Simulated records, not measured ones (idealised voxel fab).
process module | voxel transistor to metal
Displayed cross-section: cut, width of 150 nm, square cells sized 5 nm.
Each cross-section below is a grid of square cells, stated as bands in top-down order, with one or more rows of cells making up each band. Band: top and bottom heights (nm) first, top before bottom; then materials from left to right, widths in nm. "throughout" marks a sole material filling the band edge to edge. "empty" denotes empty space. Ref level 0: as-received wafer is one material below here. Bottom band extends down with no lower bound ("from 0 down"). The notation "30 to 40" denotes a width that varies across the rows of cells in the band, beginning at the first number in the top row, finishing at the second number in the bottom row, and changing by an identical amount from each row to the next. Take "no change occurred" at face value: in the step it is given for, the cross-section changed in none of its cells. Enclosed voids (no open way to top), threshold 8 cells or more, entry "Entrapped void list", notation width x height at distance, distance from left edge, nm. If you see something after the settings on a step's line, that's the simulator's own remark about that step. When a step includes a mask, the "overlay nm" setting on its line states how far to the right of its planned place that mask lay, and negative values state how far to the left.

HERE'S WHAT THE PLANNED PROCESS STEPS LOOK LIKE
1 RECEIVE, material Si
2 OXIDIZE, depth nm 5
3 CONFORMAL_DEP, material SiN, thk nm 10
4 MASKED_ETCH, tone cover, mask id ACTIVE, width nm 105, etch materials SiN, depth nm 10, overlay nm 0
5 MASKED_ETCH, tone cover, mask id ACTIVE, width nm 105, etch materials SiO2, depth nm 5, overlay nm 0
6 MASKED_ETCH, tone cover, mask id ACTIVE, width nm 105, etch materials Si, depth nm 25, overlay nm 0
7 FILL_DEP, material SiO2, thk nm 15
8 CMP, height nm 10
9 SELECTIVE_ETCH, etch materials SiO2, depth nm 10
10 STRIP, etch materials SiN
11 SELECTIVE_ETCH, etch materials SiO2, depth nm 5
12 OXIDIZE, depth nm 5
13 DIRECTIONAL_DEP, material polySi, thk nm 20
14 DIRECTIONAL_DEP, material SiCN, thk nm 10
15 PATTERN, tone cover, mask id GATE, material resist, width nm 15, thk nm 15, overlay nm 0
16 DIRECTIONAL_ETCH, etch materials SiCN, depth nm 20
17 DIRECTIONAL_ETCH, etch materials polySi, depth nm 30
18 STRIP, etch materials resist
19 CONFORMAL_DEP, material SiO2, thk nm 5
20 DIRECTIONAL_ETCH, etch materials SiO2, depth nm 5
21 CONFORMAL_DEP, material SiN, thk nm 10
22 DIRECTIONAL_ETCH, etch materials SiN, depth nm 10
23 DIRECTIONAL_ETCH, etch materials SiO2, depth nm 5
24 DIRECTIONAL_ETCH, etch materials Si, depth nm 5
25 EPI, material SiGe, thk nm 5
26 FILL_DEP, material SiO2, thk nm 5
27 CMP, height nm 25
28 DIRECTIONAL_DEP, material SiO2, thk nm 10
29 DIRECTIONAL_DEP, material aC, thk nm 15
30 PATTERN, tone open, mask id CONTACT, material resist, width nm 30, pitch nm 55, thk nm 35, overlay nm 0
31 DIRECTIONAL_ETCH, etch materials aC, depth nm 15
32 STRIP, etch materials resist
33 DIRECTIONAL_ETCH, etch materials SiO2, depth nm 45
34 STRIP, etch materials aC
35 CONFORMAL_DEP, material TiN, thk nm 5
36 FILL_DEP, material W, thk nm 5
37 CMP, height nm 35
38 DIRECTIONAL_DEP, material TiN, thk nm 5
39 DIRECTIONAL_DEP, material Ru, thk nm 15
40 PATTERN, tone cover, mask id METAL_1, material resist, width nm 15, pitch nm 70, thk nm 20, overlay nm 0
41 DIRECTIONAL_ETCH, etch materials Ru, depth nm 15
42 DIRECTIONAL_ETCH, etch materials TiN, depth nm 5
43 STRIP, etch materials resist
44 CONFORMAL_DEP, material SiCN, thk nm 5
45 FILL_DEP, material lowk, thk nm 10
46 CMP, height nm 55
47 CONFORMAL_DEP, material SiCN, thk nm 5
48 DIRECTIONAL_DEP, material SiO2, thk nm 35
49 PATTERN, tone open, mask id METAL_2, material resist, width nm 15, pitch nm 70, thk nm 20, overlay nm 0
50 DIRECTIONAL_ETCH, etch materials SiO2, depth nm 20
51 STRIP, etch materials resist
52 DIRECTIONAL_DEP, material aC, thk nm 5
53 PATTERN, tone open, mask id METAL_2_HOLES, material resist, width nm 15, pitch nm 70, thk nm 30, overlay nm 0
54 DIRECTIONAL_ETCH, etch materials aC, depth nm 10
55 STRIP, etch materials resist
56 DIRECTIONAL_ETCH, etch materials SiO2, depth nm 15
57 DIRECTIONAL_ETCH, etch materials SiCN, depth nm 5
58 STRIP, etch materials aC
59 CONFORMAL_DEP, material TiN, thk nm 5
60 FILL_DEP, material Cu, thk nm 5
61 CMP, height nm 95
62 CONFORMAL_DEP, material SiCN, thk nm 5
For clarity, it should be stated that the wafers under discussion commence in an identical condition and differ with respect to the thk nm of step 52, the plan indicating the value that the first wafer had.

STEP 1 COMPLETE: AS-RECEIVED CROSS-SECTION OF THE FIRST OF SEVERAL WAFERS
  from 0 down = Si throughout
  Entrapped void list: none

FIRST WAFER AT THE END, AFTER STEP 62
  from 100 to 95 = SiCN throughout
  from 95 to 60 = SiO2 (30); TiN (5); Cu (5); TiN (5); SiO2 (55); TiN (5); Cu (5); TiN (5); SiO2 (35)
  from 60 to 55 = SiCN (30); TiN (15); SiCN (55); TiN (15); SiCN (35)
  from 55 to 40 = lowk (25); SiCN (5); Ru (15); SiCN (5); lowk (45); SiCN (5); Ru (15); SiCN (5); lowk (30)
  from 40 to 35 = SiCN (30); TiN (15); SiCN (55); TiN (15); SiCN (35)
  from 35 to 25 = SiO2 (30); TiN (5); W (20 to 10); TiN (5 to 15); SiO2 (25); TiN (5 to 15); W (20 to 10); TiN (5); SiO2 (35)
  from 25 to 15 = SiO2 (30); TiN (5); W (10); TiN (5); SiN (10); SiO2 (5); SiCN (15); SiO2 (5); SiN (10); TiN (5); W (10); TiN (5); SiO2 (35)
  from 15 to 0 = SiO2 (30); TiN (5); W (10); TiN (5); SiN (10); SiO2 (5); polySi (15); SiO2 (5); SiN (10); TiN (5); W (10); TiN (5); SiO2 (35)
  from 0 to -5 = SiO2 (30); TiN (5); W (5); TiN (10); SiN (10); SiO2 (5); polySi (15); SiO2 (5); SiN (10); TiN (10); W (5); TiN (5); SiO2 (35)
  from -5 to -10 = SiO2 (30); TiN (15); SiGe (5); SiO2 (45); SiGe (5); TiN (15); SiO2 (35)
  from -10 to -15 = SiO2 (20); SiGe (30); Si (45); SiGe (30); SiO2 (25)
  from -15 to -30 = SiO2 (20); Si (105); SiO2 (25)
  from -30 down = Si throughout
  Entrapped void list: none

X-SECTION, LAST WAFER, MODULE END
  from 100 to 95 = SiCN throughout
  from 95 to 80 = SiO2 (30); TiN (5); Cu (5); TiN (5); SiO2 (55); TiN (5); Cu (5); TiN (5); SiO2 (35)
  from 80 to 75 = SiO2 (30); TiN (15); SiO2 (55); TiN (15); SiO2 (35)
  from 75 to 60 = SiO2 throughout
  from 60 to 55 = SiCN throughout
  from 55 to 40 = lowk (25); SiCN (5); Ru (15); SiCN (5); lowk (45); SiCN (5); Ru (15); SiCN (5); lowk (30)
  from 40 to 35 = SiCN (30); TiN (15); SiCN (55); TiN (15); SiCN (35)
  from 35 to 25 = SiO2 (30); TiN (5); W (20 to 10); TiN (5 to 15); SiO2 (25); TiN (5 to 15); W (20 to 10); TiN (5); SiO2 (35)
  from 25 to 15 = SiO2 (30); TiN (5); W (10); TiN (5); SiN (10); SiO2 (5); SiCN (15); SiO2 (5); SiN (10); TiN (5); W (10); TiN (5); SiO2 (35)
  from 15 to 0 = SiO2 (30); TiN (5); W (10); TiN (5); SiN (10); SiO2 (5); polySi (15); SiO2 (5); SiN (10); TiN (5); W (10); TiN (5); SiO2 (35)
  from 0 to -5 = SiO2 (30); TiN (5); W (5); TiN (10); SiN (10); SiO2 (5); polySi (15); SiO2 (5); SiN (10); TiN (10); W (5); TiN (5); SiO2 (35)
  from -5 to -10 = SiO2 (30); TiN (15); SiGe (5); SiO2 (45); SiGe (5); TiN (15); SiO2 (35)
  from -10 to -15 = SiO2 (20); SiGe (30); Si (45); SiGe (30); SiO2 (25)
  from -15 to -30 = SiO2 (20); Si (105); SiO2 (25)
  from -30 down = Si throughout
  Entrapped void list: none

PER WAFER, END OF MODULE: CELLS GAINED (+) OR LOST (-) PER MATERIAL SINCE RECEIPT, THEN CLOSED VOIDS
thk nm 5; +14 Cu; +18 Ru; -108 Si; +96 SiCN; +14 SiGe; +24 SiN; +352 SiO2; +84 TiN; +34 W; +60 lowk; +12 polySi; Entrapped void list: none
thk nm 10; +14 Cu; +18 Ru; -108 Si; +96 SiCN; +14 SiGe; +24 SiN; +352 SiO2; +84 TiN; +34 W; +60 lowk; +12 polySi; Entrapped void list: none
thk nm 15; +6 Cu; +18 Ru; -108 Si; +102 SiCN; +14 SiGe; +24 SiN; +370 SiO2; +68 TiN; +34 W; +60 lowk; +12 polySi; Entrapped void list: none
thk nm 20; +6 Cu; +18 Ru; -108 Si; +102 SiCN; +14 SiGe; +24 SiN; +370 SiO2; +68 TiN; +34 W; +60 lowk; +12 polySi; Entrapped void list: none
thk nm 25; +6 Cu; +18 Ru; -108 Si; +102 SiCN; +14 SiGe; +24 SiN; +370 SiO2; +68 TiN; +34 W; +60 lowk; +12 polySi; Entrapped void list: none
